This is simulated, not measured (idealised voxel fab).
process module | voxel lift off
cross-section cut | 195 nm wide | cells 5 nm
A cross-section is a grid of square cells, given in bands from the top down. A band is one or more rows of cells.
Each band's line starts with the height of the band's top and of its bottom, in nm. Then come its materials from left to right, each with its width in nm. One material with "throughout" fills the band from edge to edge. "air" is empty space.
Height 0 is the level under which the wafer as received is all one material. The lowest band goes on downwards, as in "0 down".
A width such as "30 to 40" changes by the same amount from each row of cells to the next, from the band's top row to its bottom row.
"no change" after a step means that no cell of the cross-section changed.
closed voids: empty space of 8 cells or more with no open way to the top, each as width x height at its distance from the left edge, in nm
after a step's settings: what the simulator itself notes on the step
overlay nm, on a step with a mask: how far to the right of its planned place the mask lay; to the left if negative
plan
1 op RECEIVE | material Si
2 op CONFORMAL_DEP | material Al2O3 | thk nm 5
3 op PATTERN | tone open | mask id LINES | material resist | width nm 15 | pitch nm 50 | thk nm 30 | overlay nm 0
4 op DIRECTIONAL_DEP | material Ru | thk nm 15
5 op STRIP | etch materials resist
6 op CONFORMAL_DEP | material SiN | thk nm 10
varied across the wafers: width nm of step 3. The plan shows the first wafer's value. All wafers start alike
first wafer as received, after step 1
  0 down: Si throughout
  closed voids: none
each wafer at the end: cells of each material gained (+) or lost (-) since it was received, then its closed voids
width nm 15 | +39 Al2O3 | +27 Ru | +114 SiN | closed voids: none
width nm 20 | +39 Al2O3 | +36 Ru | +114 SiN | closed voids: none
width nm 25 | +39 Al2O3 | +45 Ru | +114 SiN | closed voids: none
width nm 30 | +39 Al2O3 | +54 Ru | +114 SiN | closed voids: none
width nm 35 | +39 Al2O3 | +63 Ru | +108 SiN | closed voids: none
